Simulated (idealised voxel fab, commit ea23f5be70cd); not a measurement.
The name of this process module is voxel gate over fins.
This is section cut - it's 280 nm across, gridded in 5 nm square cells.
Cross-section layout: square cells on a grid; listed as bands, top to bottom; a band spans one or more cell rows.
This entry defines a band. It first specifies the height of the band's top and the height of its bottom in nm, and then specifies the band's materials from left to right, stating each material with its width in nm. The word "full width" identifies a single material that fills the band from edge to edge, while the word "air" identifies empty space.
Heights are expressed relative to 0, this being the level below which the as-received wafer comprises one material exclusively. The lowest band is unbounded in the downward direction and is denoted as in "0 and below".
Graded width ("30->40"): value in top row of band = first number; value in bottom row = second number; row-to-row change constant.
No cell of the cross-section changed in a step that is given as "everything unchanged".
Basically, "Closed void register" tells you about the enclosed voids: empty spaces with no open way to the top, 8 cells or bigger, each written width x height at distance, where distance is from the left edge, all in nm.
Anything after a step's settings on that line? It's the simulator's own note about the step.
You can add "overlay nm" to a step's line. For a step with a mask, it describes how far the mask lay to the right of its planned position, and a negative number describes a lay to the left.

[Steps in the process plan]
- 1: RECEIVE,material Si
- 2: CONFORMAL_DEP,material SiN,thk nm 10
- 3: MASKED_ETCH,tone cover,mask id FINS,width nm 15,pitch nm 55,etch materials SiN,depth nm 10,overlay nm 0
- 4: MASKED_ETCH,tone cover,mask id FINS,width nm 15,pitch nm 55,etch materials Si,depth nm 30,overlay nm 0
- 5: OXIDIZE,depth nm 5
- 6: FILL_DEP,material SiO2,thk nm 5
- 7: CMP,height nm 10
- 8: PATTERN,tone open,mask id RAIL,material resist,width nm 15,thk nm 15,overlay nm 0
- 9: DIRECTIONAL_ETCH,etch materials SiO2,depth nm 35
- 10: STRIP,etch materials resist
- 11: CONFORMAL_DEP,material TiN,thk nm 5
- 12: FILL_DEP,material Ru,thk nm 10
- 13: CMP,height nm 10
- 14: SELECTIVE_ETCH,etch materials W Ru TiN,depth nm 25
- 15: FILL_DEP,material SiO2,thk nm 5
- 16: CMP,height nm 10
- 17: SELECTIVE_ETCH,etch materials SiO2,depth nm 20
- 18: STRIP,etch materials SiN
- 19: CONFORMAL_DEP,material HfO2,thk nm 5
- 20: CONFORMAL_DEP,material TiN,thk nm 5
- 21: FILL_DEP,material W,thk nm 10
- 22: CMP,height nm 15
- 23: CONFORMAL_DEP,material SiN,thk nm 5

[Wafer at receipt (post step 1), cross-section]
0 and below = Si full width
Closed void register: none

[End-of-module cross-section. Starting structure and process plan as above; one mistake made in running it]
20 down to 15 = SiN full width
15 down to 10 = W full width
10 down to 5 = 45 nm W; 25 nm TiN; 30 nm W; 25 nm TiN; 30 nm W; 25 nm TiN; 30 nm W; 25 nm TiN; 45 nm W
5 down to 0 = 45 nm W; 5 nm TiN; 15 nm HfO2; 5 nm TiN; 30 nm W; 5 nm TiN; 15 nm HfO2; 5 nm TiN; 30 nm W; 5 nm TiN; 15 nm HfO2; 5 nm TiN; 30 nm W; 5 nm TiN; 15 nm HfO2; 5 nm TiN; 45 nm W
0 down to -5 = 40 nm TiN; 5 nm W; 5 nm TiN; 5 nm HfO2; 5 nm Si; 5 nm HfO2; 5 nm TiN; 30 nm W; 5 nm TiN; 5 nm HfO2; 5 nm Si; 5 nm HfO2; 5 nm TiN; 30 nm W; 5 nm TiN; 5 nm HfO2; 5 nm Si; 5 nm HfO2; 5 nm TiN; 30 nm W; 5 nm TiN; 5 nm HfO2; 5 nm Si; 5 nm HfO2; 5 nm TiN; 5 nm W; 40 nm TiN
-5 down to -10 = 35 nm HfO2; 5 nm TiN; 5 nm W; 5 nm TiN; 5 nm HfO2; 5 nm Si; 5 nm HfO2; 40 nm TiN; 5 nm HfO2; 5 nm Si; 5 nm HfO2; 5 nm TiN; 30 nm W; 5 nm TiN; 5 nm HfO2; 5 nm Si; 5 nm HfO2; 5 nm TiN; 30 nm W; 5 nm TiN; 5 nm HfO2; 5 nm Si; 5 nm HfO2; 5 nm TiN; 5 nm W; 5 nm TiN; 35 nm HfO2
-10 down to -15 = 30 nm SiO2; 5 nm HfO2; 15 nm TiN; 5 nm HfO2; 5 nm Si; 5 nm HfO2; 5 nm TiN; 25 nm HfO2; 10 nm TiN; 5 nm HfO2; 5 nm Si; 5 nm HfO2; 40 nm TiN; 5 nm HfO2; 5 nm Si; 5 nm HfO2; 40 nm TiN; 5 nm HfO2; 5 nm Si; 5 nm HfO2; 15 nm TiN; 5 nm HfO2; 30 nm SiO2
-15 down to -20 = 30 nm SiO2; 25 nm HfO2; 5 nm Si; 15 nm HfO2; 5 nm TiN; 5 nm Ru; 5 nm TiN; 20 nm HfO2; 5 nm Si; 50 nm HfO2; 5 nm Si; 50 nm HfO2; 5 nm Si; 25 nm HfO2; 30 nm SiO2
-20 down to -25 = 55 nm SiO2; 5 nm Si; 15 nm SiO2; 15 nm TiN; 20 nm SiO2; 5 nm Si; 50 nm SiO2; 5 nm Si; 50 nm SiO2; 5 nm Si; 55 nm SiO2
-25 down to -35 = 55 nm SiO2; 5 nm Si; 50 nm SiO2; 5 nm Si; 50 nm SiO2; 5 nm Si; 50 nm SiO2; 5 nm Si; 55 nm SiO2
-35 and below = Si full width
Closed void register: none
Where did the run depart from the plan? plan steps 17 and 18 run swapped
